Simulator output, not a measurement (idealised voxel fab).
Process module name: voxel lift off
For reference, the cross-section in this document is cut, with width 265 nm and square cells of 5 nm.
This document writes a cross-section as a grid whose cells are square, and gives it as bands, listed from the top down; one or more rows of cells form a band.
Each band's line starts with the height of the band's top and of its bottom, in nm. Then come its materials from left to right, each with its width in nm. One material with "edge to edge" fills the band from edge to edge. "air" is empty space.
It should be noted that heights are counted from 0, beneath which the wafer as supplied is of one material throughout, and that the lowest band possesses no lower boundary but continues downward, as written in "top 0, no bottom".
A width given as "30 to 40" starts at the first number in the band's top row and ends at the second number in its bottom row, shifting by an equal amount at every step from row to row.
"same as before", as given for a step, is the statement that not any cell of the cross-section underwent a change during that step.
If an empty space has no open way to the top and is at least 8 cells in size, "Enclosed voids" lists it, written width x height at distance, where distance is measured from the left edge and every value is in nm.
after a step's settings: what the simulator itself notes on the step
A step line may carry the setting "overlay nm", which, for steps involving a mask, states the distance by which the mask lay to the right of its intended position; negative values denote displacement to the left.
[This section lists the process steps that were planned]
step 1: RECEIVE | material Si
step 2: CONFORMAL_DEP | material SiO2 | thk nm 5
step 3: PATTERN | tone open | mask id LINES | material resist | width nm 20 | pitch nm 50 | thk nm 30 | overlay nm 0
step 4: DIRECTIONAL_DEP | material Ru | thk nm 15
step 5: STRIP | etch materials resist
step 6: CONFORMAL_DEP | material SiO2 | thk nm 5
[First wafer, two in total, run as planned]
[So this is the incoming wafer in cross-section - it's already been through step 1]
  top 0, no bottom = Si edge to edge
  Enclosed voids: none
[Wafer section view after processing step 2]
  top 5, bottom 0 = SiO2 edge to edge
  below 0: unchanged
[Wafer section view after processing step 3]
  top 35, bottom 5 = 95 resist; 20 air; 30 resist; 20 air; 100 resist
  below 5: unchanged
[Wafer section view after processing step 4]
  top 50, bottom 35 = 95 Ru; 20 air; 30 Ru; 20 air; 100 Ru
  top 35, bottom 20 = 95 resist; 20 air; 30 resist; 20 air; 100 resist
  top 20, bottom 5 = 95 resist; 20 Ru; 30 resist; 20 Ru; 100 resist
  below 5: unchanged
[Wafer section view after processing step 5]
  top 20, bottom 5 = 95 air; 20 Ru; 30 air; 20 Ru; 100 air
  below 5: unchanged
[Wafer section view after processing step 6]
  top 25, bottom 20 = 90 air; 30 SiO2; 20 air; 30 SiO2; 95 air
  top 20, bottom 10 = 90 air; 5 SiO2; 20 Ru; 5 SiO2; 20 air; 5 SiO2; 20 Ru; 5 SiO2; 95 air
  top 10, bottom 5 = 95 SiO2; 20 Ru; 30 SiO2; 20 Ru; 100 SiO2
  below 5: unchanged
[The second wafer began exactly as the first did and followed the same plan, but one mistake was made while running it; through step 4 inclusive, the two wafers are identical]
[Second wafer, cut view, end of step 5 per plan]
  top 20, bottom 5 = 95 air; 20 Ru; 30 air; 20 Ru; 100 air
  below 5: unchanged
[Second wafer, cut view, end of step 6 per plan]
  top 25, bottom 20 = 90 air; 30 SiO2; 20 air; 30 SiO2; 95 air
  top 20, bottom 10 = 90 air; 5 SiO2; 20 Ru; 5 SiO2; 20 air; 5 SiO2; 20 Ru; 5 SiO2; 95 air
  top 10, bottom 5 = 95 SiO2; 20 Ru; 30 SiO2; 20 Ru; 100 SiO2
  below 5: unchanged
Deviation from plan: step 5 of the plan was executed twice over
It should be noted that the final cross-sections of the two wafers coincide, and the mistake therefore has no effect on the output of this model.
